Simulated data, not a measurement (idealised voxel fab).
The following process module bears the name voxel capacitor over wiring.
Each square cell in cross-section cut measures 5 nm, and the section as a whole is 240 nm wide.
Cross-section format: a grid of square cells, given as bands from top to bottom; each band is one or more rows of cells.
A band entry consists of two parts. The first gives the height of the band's top and the height of its bottom, in nm. The rest lists the band's materials from left to right, each with its width in nm. A single material labelled with the word "full width" fills the band from edge to edge, and the word "blank" marks empty space.
It should be noted that heights are counted from 0, beneath which the wafer as supplied is of one material throughout, and that the lowest band possesses no lower boundary but continues downward, as written in "0 -> down".
A two-number width, for instance "30->40", indicates that the width is equal to the first number in the top row of the band and to the second number in the bottom row, and that it changes by a constant amount per row of cells.
The cross-section has no changed cell in any step marked "no modifications".
In "Closed void entries" the enclosed voids are listed, meaning empty spaces of 8 cells or larger without any opening to the top. The form is width x height at distance, distance from the left edge, units nm.
Past the settings on a step's line: simulator remark, on that step.
"overlay nm" answers the question of how far to the right of plan the mask lay on a step that has a mask, and when it is negative the answer is to the left.
**Intended process steps**
step 1: RECEIVE | material Si
step 2: CONFORMAL_DEP | material SiO2 | thk nm 10
step 3: DIRECTIONAL_DEP | material TiN | thk nm 5
step 4: DIRECTIONAL_DEP | material W | thk nm 15
step 5: DIRECTIONAL_DEP | material aC | thk nm 10
step 6: PATTERN | tone cover | mask id METAL_1 | material resist | width nm 30 | pitch nm 95 | thk nm 25 | overlay nm 0
step 7: DIRECTIONAL_ETCH | etch materials aC | depth nm 10
step 8: STRIP | etch materials resist
step 9: DIRECTIONAL_ETCH | etch materials W | depth nm 15
step 10: DIRECTIONAL_ETCH | etch materials TiN | depth nm 5
step 11: STRIP | etch materials aC
step 12: CONFORMAL_DEP | material SiN | thk nm 5
step 13: FILL_DEP | material lowk | thk nm 5
step 14: CMP | height nm 30
step 15: CONFORMAL_DEP | material SiCN | thk nm 5
step 16: DIRECTIONAL_DEP | material lowk | thk nm 10
step 17: PATTERN | tone open | mask id PLUG_1 | material resist | width nm 15 | thk nm 20 | overlay nm 0
step 18: DIRECTIONAL_ETCH | etch materials lowk | depth nm 10
step 19: DIRECTIONAL_ETCH | etch materials SiCN | depth nm 5
step 20: STRIP | etch materials resist
step 21: CONFORMAL_DEP | material TiN | thk nm 5
step 22: FILL_DEP | material Ru | thk nm 5
step 23: CMP | height nm 45
step 24: DIRECTIONAL_DEP | material TiN | thk nm 5
step 25: DIRECTIONAL_DEP | material Al2O3 | thk nm 5
step 26: DIRECTIONAL_DEP | material TiN | thk nm 5
step 27: DIRECTIONAL_DEP | material aC | thk nm 15
step 28: PATTERN | tone cover | mask id UPPER_PLATE | material resist | width nm 70 | thk nm 35 | overlay nm 0
step 29: DIRECTIONAL_ETCH | etch materials aC | depth nm 15
step 30: STRIP | etch materials resist
step 31: DIRECTIONAL_ETCH | etch materials TiN | depth nm 5
step 32: DIRECTIONAL_ETCH | etch materials Al2O3 | depth nm 5
step 33: STRIP | etch materials aC
step 34: MASKED_ETCH | tone cover | mask id LOWER_PLATE | width nm 80 | etch materials TiN | depth nm 5 | overlay nm 0
step 35: FILL_DEP | material SiO2 | thk nm 20
step 36: CMP | height nm 75
step 37: MASKED_ETCH | tone open | mask id PLUG_2 | width nm 15 | etch materials SiO2 | depth nm 15 | overlay nm 0
step 38: CONFORMAL_DEP | material TiN | thk nm 5
step 39: FILL_DEP | material Ru | thk nm 5
step 40: CMP | height nm 75
step 41: CONFORMAL_DEP | material SiN | thk nm 5
Heads up: all these wafers start the same, and what changes between them is the width nm in step 17. The value you see in the plan is just what the first wafer got.
**The first of several wafers, as received after step 1, seen in section**
	0 -> down: Si full width
	Closed void entries: none
**Take a look at the first of several wafers in cross-section: the module is done, and step 41 was its last step**
	80 -> 75: SiN full width
	75 -> 65: SiO2=80  TiN=5  Ru=5  TiN=5  SiO2=145
	65 -> 55: SiO2=80->70  TiN=15->70  SiO2=145->100
	55 -> 50: SiO2=70  Al2O3=70  SiO2=100
	50 -> 45: SiO2=65  TiN=80  SiO2=95
	45 -> 35: lowk=70  TiN=5  Ru=5  TiN=5  lowk=155
	35 -> 30: SiCN=70  TiN=15  SiCN=155
	30 -> 15: lowk=50  SiN=5  W=30  SiN=5  lowk=55  SiN=5  W=30  SiN=5  lowk=55
	15 -> 10: SiN=55  TiN=30  SiN=65  TiN=30  SiN=60
	10 -> 0: SiO2 full width
	0 -> down: Si full width
	Closed void entries: none
**Final wafer cross-section at module end**
	80 -> 75: SiN full width
	75 -> 65: SiO2=80  TiN=5  Ru=5  TiN=5  SiO2=145
	65 -> 55: SiO2=80->70  TiN=15->70  SiO2=145->100
	55 -> 50: SiO2=70  Al2O3=70  SiO2=100
	50 -> 45: SiO2=65  TiN=80  SiO2=95
	45 -> 35: lowk=65  TiN=5  Ru=20  TiN=5  lowk=145
	35 -> 30: SiCN=65  TiN=30  SiCN=145
	30 -> 15: lowk=50  SiN=5  W=30  SiN=5  lowk=55  SiN=5  W=30  SiN=5  lowk=55
	15 -> 10: SiN=55  TiN=30  SiN=65  TiN=30  SiN=60
	10 -> 0: SiO2 full width
	0 -> down: Si full width
	Closed void entries: none
**So in this table every wafer gets its own row, and what you see is where it stands at the end of the module: for each material, how many cells it picked up (+) or gave up (-) since we received it, and after that its closed voids**
width nm 15, +14 Al2O3, +4 Ru, +45 SiCN, +96 SiN, +331 SiO2, +56 TiN, +36 W, +186 lowk, Closed void entries: none
width nm 20, +14 Al2O3, +6 Ru, +44 SiCN, +96 SiN, +331 SiO2, +57 TiN, +36 W, +184 lowk, Closed void entries: none
width nm 25, +14 Al2O3, +8 Ru, +43 SiCN, +96 SiN, +331 SiO2, +58 TiN, +36 W, +182 lowk, Closed void entries: none
width nm 30, +14 Al2O3, +10 Ru, +42 SiCN, +96 SiN, +331 SiO2, +59 TiN, +36 W, +180 lowk, Closed void entries: none
